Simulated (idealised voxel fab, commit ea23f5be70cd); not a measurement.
The following process module bears the name voxel self aligned contacts.
Each square cell in cross-section cut measures 5 nm, and the section as a whole is 225 nm wide.
Square cells in a grid make up a cross-section in this document, and the grid is given as bands, listed from the top down, each one or more rows of cells.
What a band's entry tells you: where the top is and where the bottom is, as heights in nm, and after that what lies inside, material by material from left to right, each with its width in nm. Empty space is written as the word "air", and a single material marked with the word "full width" occupies the band from edge to edge.
Heads up on the height convention: 0 is the point under which the incoming wafer is all one material, and the lowest band has no bottom, it just keeps going down, like "0 nm and below".
Width: "30 to 40" (first number = top row, second number = bottom row, same change from row to row of cells).
The designation "nothing different", where it is given for a processing step, indicates that no cell of the cross-section was altered in the course of that step.
This entry, "Closed void list", enumerates those empty regions of no fewer than 8 cells that possess no open connection to the top. Each region is reported in the form width x height at distance, the distance being taken from the left edge, with all three quantities expressed in nm.
Heads up: the bit after the settings on a step's line is the simulator's remark on that step.
For masked steps, "overlay nm" on the step line gives how far right of plan the mask actually lay; a minus sign means it lay to the left.
Here's what the planned process steps look like
- 1: op RECEIVE | material Si
- 2: op OXIDIZE | depth nm 5
- 3: op DIRECTIONAL_DEP | material polySi | thk nm 30
- 4: op DIRECTIONAL_DEP | material SiN | thk nm 20
- 5: op PATTERN | tone cover | mask id GATE | material resist | width nm 35 | pitch nm 65 | thk nm 15 | overlay nm 0
- 6: op DIRECTIONAL_ETCH | etch materials SiN | depth nm 20
- 7: op DIRECTIONAL_ETCH | etch materials polySi | depth nm 30
- 8: op STRIP | etch materials resist
- 9: op CONFORMAL_DEP | material SiN | thk nm 5
- 10: op DIRECTIONAL_ETCH | etch materials SiN | depth nm 5
- 11: op FILL_DEP | material SiO2 | thk nm 15
- 12: op CMP | height nm 60
- 13: op DIRECTIONAL_DEP | material aC | thk nm 15
- 14: op PATTERN | tone open | mask id CONTACT | material resist | width nm 50 | pitch nm 65 | thk nm 30 | overlay nm 0
- 15: op DIRECTIONAL_ETCH | etch materials aC | depth nm 15
- 16: op STRIP | etch materials resist
- 17: op DIRECTIONAL_ETCH | etch materials SiO2 | depth nm 65
- 18: op STRIP | etch materials aC
- 19: op CONFORMAL_DEP | material TiN | thk nm 5
- 20: op FILL_DEP | material W | thk nm 10
- 21: op CMP | height nm 60
- 22: op CONFORMAL_DEP | material SiN | thk nm 5
The plan shows the depth nm of step 2 as the first wafer had it; this setting differs between the wafers, which start out alike.
Cross-section of the first of several wafers on receipt, reflecting completion of step 1
> 0 nm and below: Si full width
> Closed void list: none
Last step of the module is step 22; after it, the first of several wafers in cross-section
> 65 nm to 60 nm: SiN full width
> 60 nm to 50 nm: SiO2 55, then TiN 5 to 20, then W 40 to 10, then TiN 5 to 20, then SiO2 15, then TiN 5 to 20, then W 40 to 10, then TiN 5 to 20, then SiO2 55
> 50 nm to 30 nm: SiO2 25, then SiN 45, then TiN 5, then W 10, then TiN 5, then SiN 45, then TiN 5, then W 10, then TiN 5, then SiN 45, then SiO2 25
> 30 nm to 0 nm: SiO2 25, then SiN 5, then polySi 35, then SiN 5, then TiN 5, then W 10, then TiN 5, then SiN 5, then polySi 35, then SiN 5, then TiN 5, then W 10, then TiN 5, then SiN 5, then polySi 35, then SiN 5, then SiO2 25
> 0 nm to -5 nm: SiO2 70, then TiN 20, then SiO2 45, then TiN 20, then SiO2 70
> -5 nm and below: Si full width
> Closed void list: none
The final wafer, sectioned at module end
> 65 nm to 60 nm: SiN full width
> 60 nm to 50 nm: SiO2 55, then TiN 5 to 20, then W 40 to 10, then TiN 5 to 20, then SiO2 15, then TiN 5 to 20, then W 40 to 10, then TiN 5 to 20, then SiO2 55
> 50 nm to 30 nm: SiO2 25, then SiN 45, then TiN 5, then W 10, then TiN 5, then SiN 45, then TiN 5, then W 10, then TiN 5, then SiN 45, then SiO2 25
> 30 nm to 0 nm: SiO2 25, then SiN 5, then polySi 35, then SiN 5, then TiN 5, then W 10, then TiN 5, then SiN 5, then polySi 35, then SiN 5, then TiN 5, then W 10, then TiN 5, then SiN 5, then polySi 35, then SiN 5, then SiO2 25
> 0 nm to -5 nm: SiO2 70, then TiN 20, then SiO2 45, then TiN 20, then SiO2 70
> -5 nm to -20 nm: SiO2 full width
> -20 nm and below: Si full width
> Closed void list: none
The following table contains a row per wafer, in which are reported, at the conclusion of the module, the cells of each material gained (+) or lost (-) since the wafer's receipt, with its closed voids given thereafter
depth nm 5; -45 Si; +189 SiN; +187 SiO2; +68 TiN; +60 W; +126 polySi; Closed void list: none
depth nm 10; -90 Si; +189 SiN; +232 SiO2; +68 TiN; +60 W; +126 polySi; Closed void list: none
depth nm 15; -135 Si; +189 SiN; +277 SiO2; +68 TiN; +60 W; +126 polySi; Closed void list: none
depth nm 20; -180 Si; +189 SiN; +322 SiO2; +68 TiN; +60 W; +126 polySi; Closed void list: none
